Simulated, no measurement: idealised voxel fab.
The process module that follows is named voxel gate over fins.
Section cut is 160 nm wide and gridded with 5 nm square cells.
Cross-section, as written here: a square-cell grid given band by band from the top down, where a band holds one or more rows of cells.
Basically the band line says how high the top is and how high the bottom is, in nm, and then what's in it from left to right, every material with its width in nm. Empty space shows up as "air", and if a single material carries "all across" it runs the full band edge to edge.
The level at which height equals 0 is the one under which the wafer, as it arrives, is entirely one material. No lower edge exists for the bottom band, which continues downward and is notated as in "0 down".
The two numbers in a width such as "30..40" mark its ends across the band: the first belongs to the top row of cells, the second to the bottom row, and from each row to the next the width moves by the same amount.
"nothing different" means the step left every cell of the cross-section as it was.
Entry "Voids, sealed" = empty spaces >= 8 cells with no open way to the top; each as width x height at distance, distance from left edge, all nm.
Step line, after settings: the simulator's comment on this step.
overlay nm: on a step with a mask, how far right of its planned place the mask lay; negative means left.
These are the steps we planned for the process:
1. op RECEIVE | material Si
2. op CONFORMAL_DEP | material SiN | thk nm 10
3. op MASKED_ETCH | tone cover | mask id FINS | width nm 15 | pitch nm 60 | etch materials SiN | depth nm 10 | overlay nm 0
4. op MASKED_ETCH | tone cover | mask id FINS | width nm 15 | pitch nm 60 | etch materials Si | depth nm 35 | overlay nm 0
5. op OXIDIZE | depth nm 5
6. op FILL_DEP | material SiO2 | thk nm 15
7. op CMP | height nm 10
8. op MASKED_ETCH | tone open | mask id RAIL | width nm 15 | etch materials SiO2 | depth nm 40 | overlay nm 0
9. op CONFORMAL_DEP | material TiN | thk nm 5
10. op FILL_DEP | material Ru | thk nm 5
11. op CMP | height nm 10
12. op SELECTIVE_ETCH | etch materials W Ru TiN | depth nm 25
13. op FILL_DEP | material SiO2 | thk nm 5
14. op CMP | height nm 10
15. op SELECTIVE_ETCH | etch materials SiO2 | depth nm 20
16. op STRIP | etch materials SiN
17. op CONFORMAL_DEP | material HfO2 | thk nm 5
18. op CONFORMAL_DEP | material TiN | thk nm 5
19. op CONFORMAL_DEP | material TiAl | thk nm 5
20. op CONFORMAL_DEP | material TiN | thk nm 5
21. op FILL_DEP | material W | thk nm 10
22. op CMP | height nm 25
23. op CONFORMAL_DEP | material SiN | thk nm 10
First of two wafers, processed according to plan:
Cross-section, incoming material, after step 1:
* 0 down: Si all across
* Voids, sealed: none
Cross-section through the wafer, step 2 finished:
* 10 to 0: SiN all across
* Note: structure below 0 unchanged.
Cross-section through the wafer, step 3 finished:
* 10 to 0: air (40) / SiN (15) / air (45) / SiN (15) / air (45)
* Note: structure below 0 unchanged.
Cross-section through the wafer, step 4 finished:
* 10 to 0: air (40) / SiN (15) / air (45) / SiN (15) / air (45)
* 0 to -35: air (40) / Si (15) / air (45) / Si (15) / air (45)
* Note: structure below -35 unchanged.
Cross-section through the wafer, step 5 finished:
* 10 to 0: air (40) / SiN (15) / air (45) / SiN (15) / air (45)
* 0 to -35: air (40) / SiO2 (5) / Si (5) / SiO2 (5) / air (45) / SiO2 (5) / Si (5) / SiO2 (5) / air (45)
* -35 to -40: SiO2 (45) / Si (5) / SiO2 (55) / Si (5) / SiO2 (50)
* Note: structure below -40 unchanged.
Cross-section through the wafer, step 6 finished:
* 25 to 10: SiO2 all across
* 10 to 0: SiO2 (40) / SiN (15) / SiO2 (45) / SiN (15) / SiO2 (45)
* 0 to -40: SiO2 (45) / Si (5) / SiO2 (55) / Si (5) / SiO2 (50)
* Note: structure below -40 unchanged.
Cross-section through the wafer, step 7 finished:
* 10 to 0: SiO2 (40) / SiN (15) / SiO2 (45) / SiN (15) / SiO2 (45)
* Note: structure below 0 unchanged.
Cross-section through the wafer, step 8 finished:
* 10 to 0: SiO2 (40) / SiN (15) / SiO2 (15) / air (15) / SiO2 (15) / SiN (15) / SiO2 (45)
* 0 to -30: SiO2 (45) / Si (5) / SiO2 (20) / air (15) / SiO2 (20) / Si (5) / SiO2 (50)
* Note: structure below -30 unchanged.
Cross-section through the wafer, step 9 finished:
* 15 to 10: TiN (75) / air (5) / TiN (80)
* 10 to 0: SiO2 (40) / SiN (15) / SiO2 (15) / TiN (5) / air (5) / TiN (5) / SiO2 (15) / SiN (15) / SiO2 (45)
* 0 to -25: SiO2 (45) / Si (5) / SiO2 (20) / TiN (5) / air (5) / TiN (5) / SiO2 (20) / Si (5) / SiO2 (50)
* -25 to -30: SiO2 (45) / Si (5) / SiO2 (20) / TiN (15) / SiO2 (20) / Si (5) / SiO2 (50)
* Note: structure below -30 unchanged.
Cross-section through the wafer, step 10 finished:
* 20 to 15: Ru all across
* 15 to 10: TiN (75) / Ru (5) / TiN (80)
* 10 to 0: SiO2 (40) / SiN (15) / SiO2 (15) / TiN (5) / Ru (5) / TiN (5) / SiO2 (15) / SiN (15) / SiO2 (45)
* 0 to -25: SiO2 (45) / Si (5) / SiO2 (20) / TiN (5) / Ru (5) / TiN (5) / SiO2 (20) / Si (5) / SiO2 (50)
* Note: structure below -25 unchanged.
Cross-section through the wafer, step 11 finished:
* 10 to 0: SiO2 (40) / SiN (15) / SiO2 (15) / TiN (5) / Ru (5) / TiN (5) / SiO2 (15) / SiN (15) / SiO2 (45)
* Note: structure below 0 unchanged.
Cross-section through the wafer, step 12 finished:
* 10 to 0: SiO2 (40) / SiN (15) / SiO2 (15) / air (15) / SiO2 (15) / SiN (15) / SiO2 (45)
* 0 to -15: SiO2 (45) / Si (5) / SiO2 (20) / air (15) / SiO2 (20) / Si (5) / SiO2 (50)
* Note: structure below -15 unchanged.
Cross-section through the wafer, step 13 finished:
* 15 to 10: SiO2 all across
* 10 to 0: SiO2 (40) / SiN (15) / SiO2 (45) / SiN (15) / SiO2 (45)
* 0 to -15: SiO2 (45) / Si (5) / SiO2 (55) / Si (5) / SiO2 (50)
* Note: structure below -15 unchanged.
Cross-section through the wafer, step 14 finished:
* 10 to 0: SiO2 (40) / SiN (15) / SiO2 (45) / SiN (15) / SiO2 (45)
* Note: structure below 0 unchanged.
Cross-section through the wafer, step 15 finished:
* 10 to 0: air (40) / SiN (15) / air (45) / SiN (15) / air (45)
* 0 to -10: air (45) / Si (5) / air (55) / Si (5) / air (50)
* Note: structure below -10 unchanged.
Cross-section through the wafer, step 16 finished:
* 0 to -10: air (45) / Si (5) / air (55) / Si (5) / air (50)
* Note: structure below -10 unchanged.
Cross-section through the wafer, step 17 finished:
* 5 to 0: air (40) / HfO2 (15) / air (45) / HfO2 (15) / air (45)
* 0 to -5: air (40) / HfO2 (5) / Si (5) / HfO2 (5) / air (45) / HfO2 (5) / Si (5) / HfO2 (5) / air (45)
* -5 to -10: HfO2 (45) / Si (5) / HfO2 (55) / Si (5) / HfO2 (50)
* Note: structure below -10 unchanged.
Cross-section through the wafer, step 18 finished:
* 10 to 5: air (35) / TiN (25) / air (35) / TiN (25) / air (40)
* 5 to 0: air (35) / TiN (5) / HfO2 (15) / TiN (5) / air (35) / TiN (5) / HfO2 (15) / TiN (5) / air (40)
* 0 to -5: TiN (40) / HfO2 (5) / Si (5) / HfO2 (5) / TiN (45) / HfO2 (5) / Si (5) / HfO2 (5) / TiN (45)
* Note: structure below -5 unchanged.
Cross-section through the wafer, step 19 finished:
* 15 to 10: air (30) / TiAl (35) / air (25) / TiAl (35) / air (35)
* 10 to 5: air (30) / TiAl (5) / TiN (25) / TiAl (5) / air (25) / TiAl (5) / TiN (25) / TiAl (5) / air (35)
* 5 to 0: TiAl (35) / TiN (5) / HfO2 (15) / TiN (5) / TiAl (35) / TiN (5) / HfO2 (15) / TiN (5) / TiAl (40)
* Note: structure below 0 unchanged.
Cross-section through the wafer, step 20 finished:
* 20 to 15: air (25) / TiN (45) / air (15) / TiN (45) / air (30)
* 15 to 10: air (25) / TiN (5) / TiAl (35) / TiN (5) / air (15) / TiN (5) / TiAl (35) / TiN (5) / air (30)
* 10 to 5: TiN (30) / TiAl (5) / TiN (25) / TiAl (5) / TiN (25) / TiAl (5) / TiN (25) / TiAl (5) / TiN (35)
* Note: structure below 5 unchanged.
Cross-section through the wafer, step 21 finished:
* 30 to 20: W all across
* 20 to 15: W (25) / TiN (45) / W (15) / TiN (45) / W (30)
* 15 to 10: W (25) / TiN (5) / TiAl (35) / TiN (5) / W (15) / TiN (5) / TiAl (35) / TiN (5) / W (30)
* Note: structure below 10 unchanged.
Cross-section through the wafer, step 22 finished:
* 25 to 20: W all across
* Note: structure below 20 unchanged.
Cross-section through the wafer, step 23 finished:
* 35 to 25: SiN all across
* Note: structure below 25 unchanged.
The second wafer was prepared from the same starting point and under the same plan as the first; its processing contained one mistake, and it remains indistinguishable from the first wafer up to and including step 18:
Look at the second wafer in cross-section at the time step 19 ought to have finished: nothing different
Look at the second wafer in cross-section at the time step 20 ought to have finished:
* 15 to 5: air (30) / TiN (35) / air (25) / TiN (35) / air (35)
* 5 to 0: TiN (40) / HfO2 (15) / TiN (45) / HfO2 (15) / TiN (45)
* Note: structure below 0 unchanged.
Look at the second wafer in cross-section at the time step 21 ought to have finished:
* 25 to 15: W all across
* 15 to 5: W (30) / TiN (35) / W (25) / TiN (35) / W (35)
* Note: structure below 5 unchanged.
Look at the second wafer in cross-section at the time step 22 ought to have finished: nothing different
Look at the second wafer in cross-section at the time step 23 ought to have finished:
* 35 to 25: SiN all across
* Note: structure below 25 unchanged.
It is concluded that the wafer was processed incorrectly with respect to the plan, in that plan step 19 was not performed, having been skipped
End of process, cell counts, second wafer against first, materials with more or fewer: -40 TiAl; +40 W
